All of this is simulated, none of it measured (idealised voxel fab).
Process module in this document: voxel wiring stack
The cross-section shown here is cut; it is 300 nm wide and divided into square cells measuring 5 nm on a side.
Cross-section format: a grid of square cells, given as bands from top to bottom; each band is one or more rows of cells. The entry gives the band's vertical extent as a top height and a bottom height in nm, then its horizontal make-up as materials from left to right, each with a width in nm. "air" stands for empty space; a single material marked "all across" fills the band edge to edge. Basically, 0 is our baseline, since under it the wafer straight out of the box is all one material. The bottom band has no lower end and keeps on going down, so it looks like "from 0 down". You'd read "30 to 40" like this: the band's top row of cells is as wide as the first number, its bottom row is as wide as the second, and going down, every row changes width by the same amount as the row before did. Basically "identical to before" means that step didn't change any cell in the cross-section. Entry "Voids lacking openings". Content: empty spaces with no open connection to the top, size 8 cells or greater. Each: width x height at distance. Distance: from left edge. Unit: nm. Step line, after settings: the simulator's comment on this step. overlay nm: for a step with a mask, the amount by which the mask lay right of where it was planned; a negative amount means left of it.

PLANNED STEP LIST FOR THE PROCESS
step 1: RECEIVE | material Si
step 2: CONFORMAL_DEP | material SiO2 | thk nm 15
step 3: DIRECTIONAL_DEP | material TiN | thk nm 5
step 4: DIRECTIONAL_DEP | material W | thk nm 25
step 5: DIRECTIONAL_DEP | material aC | thk nm 15
step 6: PATTERN | tone cover | mask id METAL_1 | material resist | width nm 30 | pitch nm 50 | thk nm 35 | overlay nm 0
step 7: DIRECTIONAL_ETCH | etch materials aC | depth nm 15
step 8: STRIP | etch materials resist
step 9: DIRECTIONAL_ETCH | etch materials W | depth nm 25
step 10: DIRECTIONAL_ETCH | etch materials TiN | depth nm 5
step 11: STRIP | etch materials aC
step 12: CONFORMAL_DEP | material SiCN | thk nm 5
step 13: FILL_DEP | material lowk | thk nm 10
step 14: CMP | height nm 45
step 15: CONFORMAL_DEP | material SiCN | thk nm 5
step 16: DIRECTIONAL_DEP | material SiO2 | thk nm 15
step 17: DIRECTIONAL_DEP | material aC | thk nm 10
step 18: PATTERN | tone open | mask id PLUG_1 | material resist | width nm 15 | pitch nm 50 | thk nm 30 | overlay nm 0
step 19: DIRECTIONAL_ETCH | etch materials aC | depth nm 10
step 20: STRIP | etch materials resist
step 21: DIRECTIONAL_ETCH | etch materials SiO2 | depth nm 15
step 22: DIRECTIONAL_ETCH | etch materials SiCN | depth nm 5
step 23: STRIP | etch materials aC
step 24: EPI | material Ru | thk nm 10
step 25: EPI | material Ru | thk nm 10
step 26: DIRECTIONAL_DEP | material TiN | thk nm 5
step 27: DIRECTIONAL_DEP | material Ru | thk nm 15
step 28: PATTERN | tone cover | mask id METAL_2 | material resist | width nm 30 | pitch nm 50 | thk nm 15 | overlay nm 0
step 29: DIRECTIONAL_ETCH | etch materials Ru | depth nm 15
step 30: DIRECTIONAL_ETCH | etch materials TiN | depth nm 5
step 31: STRIP | etch materials resist
step 32: CONFORMAL_DEP | material SiN | thk nm 5
step 33: FILL_DEP | material lowk | thk nm 10
step 34: CMP | height nm 85
step 35: CONFORMAL_DEP | material SiN | thk nm 5

FIRST OF TWO WAFERS, PROCESSED ACCORDING TO PLAN

CROSS-SECTION, INCOMING MATERIAL, AFTER STEP 1
	from 0 down: Si all across
	Voids lacking openings: none

WAFER SECTION VIEW AFTER PROCESSING STEP 2
	from 15 to 0: SiO2 all across
	Below 0, the layers are the same as they were.

WAFER SECTION VIEW AFTER PROCESSING STEP 3
	from 20 to 15: TiN all across
	Below 15, the layers are the same as they were.

WAFER SECTION VIEW AFTER PROCESSING STEP 4
	from 45 to 20: W all across
	Below 20, the layers are the same as they were.

WAFER SECTION VIEW AFTER PROCESSING STEP 5
	from 60 to 45: aC all across
	Below 45, the layers are the same as they were.

WAFER SECTION VIEW AFTER PROCESSING STEP 6
	from 95 to 60: 85 air; 30 resist; 20 air; 30 resist; 20 air; 30 resist; 85 air
	Below 60, the layers are the same as they were.

WAFER SECTION VIEW AFTER PROCESSING STEP 7
	from 80 to 60: 85 air; 30 resist; 20 air; 30 resist; 20 air; 30 resist; 85 air
	from 60 to 45: 85 air; 30 aC; 20 air; 30 aC; 20 air; 30 aC; 85 air
	Below 45, the layers are the same as they were.

WAFER SECTION VIEW AFTER PROCESSING STEP 8
	from 60 to 45: 85 air; 30 aC; 20 air; 30 aC; 20 air; 30 aC; 85 air
	Below 45, the layers are the same as they were.

WAFER SECTION VIEW AFTER PROCESSING STEP 9
	from 60 to 45: 85 air; 30 aC; 20 air; 30 aC; 20 air; 30 aC; 85 air
	from 45 to 20: 85 air; 30 W; 20 air; 30 W; 20 air; 30 W; 85 air
	Below 20, the layers are the same as they were.

WAFER SECTION VIEW AFTER PROCESSING STEP 10
	from 60 to 45: 85 air; 30 aC; 20 air; 30 aC; 20 air; 30 aC; 85 air
	from 45 to 20: 85 air; 30 W; 20 air; 30 W; 20 air; 30 W; 85 air
	from 20 to 15: 85 air; 30 TiN; 20 air; 30 TiN; 20 air; 30 TiN; 85 air
	Below 15, the layers are the same as they were.

WAFER SECTION VIEW AFTER PROCESSING STEP 11
	from 45 to 20: 85 air; 30 W; 20 air; 30 W; 20 air; 30 W; 85 air
	Below 20, the layers are the same as they were.

WAFER SECTION VIEW AFTER PROCESSING STEP 12
	from 50 to 45: 80 air; 40 SiCN; 10 air; 40 SiCN; 10 air; 40 SiCN; 80 air
	from 45 to 20: 80 air; 5 SiCN; 30 W; 5 SiCN; 10 air; 5 SiCN; 30 W; 5 SiCN; 10 air; 5 SiCN; 30 W; 5 SiCN; 80 air
	from 20 to 15: 85 SiCN; 30 TiN; 20 SiCN; 30 TiN; 20 SiCN; 30 TiN; 85 SiCN
	Below 15, the layers are the same as they were.

WAFER SECTION VIEW AFTER PROCESSING STEP 13
	from 60 to 50: lowk all across
	from 50 to 45: 80 lowk; 40 SiCN; 10 lowk; 40 SiCN; 10 lowk; 40 SiCN; 80 lowk
	from 45 to 20: 80 lowk; 5 SiCN; 30 W; 5 SiCN; 10 lowk; 5 SiCN; 30 W; 5 SiCN; 10 lowk; 5 SiCN; 30 W; 5 SiCN; 80 lowk
	Below 20, the layers are the same as they were.

WAFER SECTION VIEW AFTER PROCESSING STEP 14
	from 45 to 20: 80 lowk; 5 SiCN; 30 W; 5 SiCN; 10 lowk; 5 SiCN; 30 W; 5 SiCN; 10 lowk; 5 SiCN; 30 W; 5 SiCN; 80 lowk
	Below 20, the layers are the same as they were.

WAFER SECTION VIEW AFTER PROCESSING STEP 15
	from 50 to 45: SiCN all across
	Below 45, the layers are the same as they were.

WAFER SECTION VIEW AFTER PROCESSING STEP 16
	from 65 to 50: SiO2 all across
	Below 50, the layers are the same as they were.

WAFER SECTION VIEW AFTER PROCESSING STEP 17
	from 75 to 65: aC all across
	Below 65, the layers are the same as they were.

WAFER SECTION VIEW AFTER PROCESSING STEP 18
	from 105 to 75: 85 resist; 15 air; 35 resist; 15 air; 35 resist; 15 air; 100 resist
	Below 75, the layers are the same as they were.

WAFER SECTION VIEW AFTER PROCESSING STEP 19
	from 95 to 75: 85 resist; 15 air; 35 resist; 15 air; 35 resist; 15 air; 100 resist
	from 75 to 65: 85 aC; 15 air; 35 aC; 15 air; 35 aC; 15 air; 100 aC
	Below 65, the layers are the same as they were.

WAFER SECTION VIEW AFTER PROCESSING STEP 20
	from 75 to 65: 85 aC; 15 air; 35 aC; 15 air; 35 aC; 15 air; 100 aC
	Below 65, the layers are the same as they were.

WAFER SECTION VIEW AFTER PROCESSING STEP 21
	from 75 to 65: 85 aC; 15 air; 35 aC; 15 air; 35 aC; 15 air; 100 aC
	from 65 to 50: 85 SiO2; 15 air; 35 SiO2; 15 air; 35 SiO2; 15 air; 100 SiO2
	Below 50, the layers are the same as they were.

WAFER SECTION VIEW AFTER PROCESSING STEP 22
	from 75 to 65: 85 aC; 15 air; 35 aC; 15 air; 35 aC; 15 air; 100 aC
	from 65 to 50: 85 SiO2; 15 air; 35 SiO2; 15 air; 35 SiO2; 15 air; 100 SiO2
	from 50 to 45: 85 SiCN; 15 air; 35 SiCN; 15 air; 35 SiCN; 15 air; 100 SiCN
	Below 45, the layers are the same as they were.

WAFER SECTION VIEW AFTER PROCESSING STEP 23
	from 65 to 50: 85 SiO2; 15 air; 35 SiO2; 15 air; 35 SiO2; 15 air; 100 SiO2
	Below 50, the layers are the same as they were.

WAFER SECTION VIEW AFTER PROCESSING STEP 24
	from 65 to 55: 85 SiO2; 15 air; 35 SiO2; 15 air; 35 SiO2; 15 air; 100 SiO2
	from 55 to 50: 85 SiO2; 15 Ru; 35 SiO2; 15 Ru; 35 SiO2; 15 Ru; 100 SiO2
	from 50 to 45: 85 SiCN; 15 Ru; 35 SiCN; 15 Ru; 35 SiCN; 15 Ru; 100 SiCN
	Below 45, the layers are the same as they were.

WAFER SECTION VIEW AFTER PROCESSING STEP 25
	from 65 to 50: 85 SiO2; 15 Ru; 35 SiO2; 15 Ru; 35 SiO2; 15 Ru; 100 SiO2
	Below 50, the layers are the same as they were.

WAFER SECTION VIEW AFTER PROCESSING STEP 26
	from 70 to 65: TiN all across
	Below 65, the layers are the same as they were.

WAFER SECTION VIEW AFTER PROCESSING STEP 27
	from 85 to 70: Ru all across
	Below 70, the layers are the same as they were.

WAFER SECTION VIEW AFTER PROCESSING STEP 28
	from 100 to 85: 85 air; 30 resist; 20 air; 30 resist; 20 air; 30 resist; 85 air
	Below 85, the layers are the same as they were.

WAFER SECTION VIEW AFTER PROCESSING STEP 29
	from 100 to 85: 85 air; 30 resist; 20 air; 30 resist; 20 air; 30 resist; 85 air
	from 85 to 70: 85 air; 30 Ru; 20 air; 30 Ru; 20 air; 30 Ru; 85 air
	Below 70, the layers are the same as they were.

WAFER SECTION VIEW AFTER PROCESSING STEP 30
	from 100 to 85: 85 air; 30 resist; 20 air; 30 resist; 20 air; 30 resist; 85 air
	from 85 to 70: 85 air; 30 Ru; 20 air; 30 Ru; 20 air; 30 Ru; 85 air
	from 70 to 65: 85 air; 30 TiN; 20 air; 30 TiN; 20 air; 30 TiN; 85 air
	Below 65, the layers are the same as they were.

WAFER SECTION VIEW AFTER PROCESSING STEP 31
	from 85 to 70: 85 air; 30 Ru; 20 air; 30 Ru; 20 air; 30 Ru; 85 air
	Below 70, the layers are the same as they were.

WAFER SECTION VIEW AFTER PROCESSING STEP 32
	from 90 to 85: 80 air; 40 SiN; 10 air; 40 SiN; 10 air; 40 SiN; 80 air
	from 85 to 70: 80 air; 5 SiN; 30 Ru; 5 SiN; 10 air; 5 SiN; 30 Ru; 5 SiN; 10 air; 5 SiN; 30 Ru; 5 SiN; 80 air
	from 70 to 65: 85 SiN; 30 TiN; 20 SiN; 30 TiN; 20 SiN; 30 TiN; 85 SiN
	Below 65, the layers are the same as they were.

WAFER SECTION VIEW AFTER PROCESSING STEP 33
	from 100 to 90: lowk all across
	from 90 to 85: 80 lowk; 40 SiN; 10 lowk; 40 SiN; 10 lowk; 40 SiN; 80 lowk
	from 85 to 70: 80 lowk; 5 SiN; 30 Ru; 5 SiN; 10 lowk; 5 SiN; 30 Ru; 5 SiN; 10 lowk; 5 SiN; 30 Ru; 5 SiN; 80 lowk
	Below 70, the layers are the same as they were.

WAFER SECTION VIEW AFTER PROCESSING STEP 34
	from 85 to 70: 80 lowk; 5 SiN; 30 Ru; 5 SiN; 10 lowk; 5 SiN; 30 Ru; 5 SiN; 10 lowk; 5 SiN; 30 Ru; 5 SiN; 80 lowk
	Below 70, the layers are the same as they were.

WAFER SECTION VIEW AFTER PROCESSING STEP 35
	from 90 to 85: SiN all across
	Below 85, the layers are the same as they were.

THE SECOND WAFER WAS PREPARED FROM THE SAME STARTING POINT AND UNDER THE SAME PLAN AS THE FIRST; ITS PROCESSING CONTAINED ONE MISTAKE, AND IT REMAINS INDISTINGUISHABLE FROM THE FIRST WAFER UP TO AND INCLUDING STEP 17

CROSS-SECTION OF THE SECOND WAFER AT THE TIME STEP 18 OF THE PLAN SHOULD HAVE ENDED
	from 105 to 75: 80 resist; 15 air; 35 resist; 15 air; 35 resist; 15 air; 105 resist
	Below 75, the layers are the same as they were.

CROSS-SECTION OF THE SECOND WAFER AT THE TIME STEP 19 OF THE PLAN SHOULD HAVE ENDED
	from 95 to 75: 80 resist; 15 air; 35 resist; 15 air; 35 resist; 15 air; 105 resist
	from 75 to 65: 80 aC; 15 air; 35 aC; 15 air; 35 aC; 15 air; 105 aC
	Below 65, the layers are the same as they were.

CROSS-SECTION OF THE SECOND WAFER AT THE TIME STEP 20 OF THE PLAN SHOULD HAVE ENDED
	from 75 to 65: 80 aC; 15 air; 35 aC; 15 air; 35 aC; 15 air; 105 aC
	Below 65, the layers are the same as they were.

CROSS-SECTION OF THE SECOND WAFER AT THE TIME STEP 21 OF THE PLAN SHOULD HAVE ENDED
	from 75 to 65: 80 aC; 15 air; 35 aC; 15 air; 35 aC; 15 air; 105 aC
	from 65 to 50: 80 SiO2; 15 air; 35 SiO2; 15 air; 35 SiO2; 15 air; 105 SiO2
	Below 50, the layers are the same as they were.

CROSS-SECTION OF THE SECOND WAFER AT THE TIME STEP 22 OF THE PLAN SHOULD HAVE ENDED
	from 75 to 65: 80 aC; 15 air; 35 aC; 15 air; 35 aC; 15 air; 105 aC
	from 65 to 50: 80 SiO2; 15 air; 35 SiO2; 15 air; 35 SiO2; 15 air; 105 SiO2
	from 50 to 45: 80 SiCN; 15 air; 35 SiCN; 15 air; 35 SiCN; 15 air; 105 SiCN
	Below 45, the layers are the same as they were.

CROSS-SECTION OF THE SECOND WAFER AT THE TIME STEP 23 OF THE PLAN SHOULD HAVE ENDED
	from 65 to 50: 80 SiO2; 15 air; 35 SiO2; 15 air; 35 SiO2; 15 air; 105 SiO2
	Below 50, the layers are the same as they were.

CROSS-SECTION OF THE SECOND WAFER AT THE TIME STEP 24 OF THE PLAN SHOULD HAVE ENDED
	from 65 to 55: 80 SiO2; 15 air; 35 SiO2; 15 air; 35 SiO2; 15 air; 105 SiO2
	from 55 to 50: 80 SiO2; 15 Ru; 35 SiO2; 15 Ru; 35 SiO2; 15 Ru; 105 SiO2
	from 50 to 45: 80 SiCN; 15 Ru; 35 SiCN; 15 Ru; 35 SiCN; 15 Ru; 105 SiCN
	Below 45, the layers are the same as they were.

CROSS-SECTION OF THE SECOND WAFER AT THE TIME STEP 25 OF THE PLAN SHOULD HAVE ENDED
	from 65 to 50: 80 SiO2; 15 Ru; 35 SiO2; 15 Ru; 35 SiO2; 15 Ru; 105 SiO2
	Below 50, the layers are the same as they were.

CROSS-SECTION OF THE SECOND WAFER AT THE TIME STEP 26 OF THE PLAN SHOULD HAVE ENDED
	from 70 to 65: TiN all across
	Below 65, the layers are the same as they were.

CROSS-SECTION OF THE SECOND WAFER AT THE TIME STEP 27 OF THE PLAN SHOULD HAVE ENDED
	from 85 to 70: Ru all across
	Below 70, the layers are the same as they were.

CROSS-SECTION OF THE SECOND WAFER AT THE TIME STEP 28 OF THE PLAN SHOULD HAVE ENDED
	from 100 to 85: 85 air; 30 resist; 20 air; 30 resist; 20 air; 30 resist; 85 air
	Below 85, the layers are the same as they were.

CROSS-SECTION OF THE SECOND WAFER AT THE TIME STEP 29 OF THE PLAN SHOULD HAVE ENDED
	from 100 to 85: 85 air; 30 resist; 20 air; 30 resist; 20 air; 30 resist; 85 air
	from 85 to 70: 85 air; 30 Ru; 20 air; 30 Ru; 20 air; 30 Ru; 85 air
	Below 70, the layers are the same as they were.

CROSS-SECTION OF THE SECOND WAFER AT THE TIME STEP 30 OF THE PLAN SHOULD HAVE ENDED
	from 100 to 85: 85 air; 30 resist; 20 air; 30 resist; 20 air; 30 resist; 85 air
	from 85 to 70: 85 air; 30 Ru; 20 air; 30 Ru; 20 air; 30 Ru; 85 air
	from 70 to 65: 85 air; 30 TiN; 20 air; 30 TiN; 20 air; 30 TiN; 85 air
	Below 65, the layers are the same as they were.

CROSS-SECTION OF THE SECOND WAFER AT THE TIME STEP 31 OF THE PLAN SHOULD HAVE ENDED
	from 85 to 70: 85 air; 30 Ru; 20 air; 30 Ru; 20 air; 30 Ru; 85 air
	Below 70, the layers are the same as they were.

CROSS-SECTION OF THE SECOND WAFER AT THE TIME STEP 32 OF THE PLAN SHOULD HAVE ENDED
	from 90 to 85: 80 air; 40 SiN; 10 air; 40 SiN; 10 air; 40 SiN; 80 air
	from 85 to 70: 80 air; 5 SiN; 30 Ru; 5 SiN; 10 air; 5 SiN; 30 Ru; 5 SiN; 10 air; 5 SiN; 30 Ru; 5 SiN; 80 air
	from 70 to 65: 85 SiN; 30 TiN; 20 SiN; 30 TiN; 20 SiN; 30 TiN; 85 SiN
	Below 65, the layers are the same as they were.

CROSS-SECTION OF THE SECOND WAFER AT THE TIME STEP 33 OF THE PLAN SHOULD HAVE ENDED
	from 100 to 90: lowk all across
	from 90 to 85: 80 lowk; 40 SiN; 10 lowk; 40 SiN; 10 lowk; 40 SiN; 80 lowk
	from 85 to 70: 80 lowk; 5 SiN; 30 Ru; 5 SiN; 10 lowk; 5 SiN; 30 Ru; 5 SiN; 10 lowk; 5 SiN; 30 Ru; 5 SiN; 80 lowk
	Below 70, the layers are the same as they were.

CROSS-SECTION OF THE SECOND WAFER AT THE TIME STEP 34 OF THE PLAN SHOULD HAVE ENDED
	from 85 to 70: 80 lowk; 5 SiN; 30 Ru; 5 SiN; 10 lowk; 5 SiN; 30 Ru; 5 SiN; 10 lowk; 5 SiN; 30 Ru; 5 SiN; 80 lowk
	Below 70, the layers are the same as they were.

CROSS-SECTION OF THE SECOND WAFER AT THE TIME STEP 35 OF THE PLAN SHOULD HAVE ENDED
	from 90 to 85: SiN all across
	Below 85, the layers are the same as they were.
Diagnosis: contrary to plan, step 18 was performed as PATTERN | tone open | mask id PLUG_1 | material resist | width nm 15 | pitch nm 50 | thk nm 30 | overlay nm -5
Same inventory, different map: at the end, the second wafer holds as many cells of each material as the first, placed elsewhere.
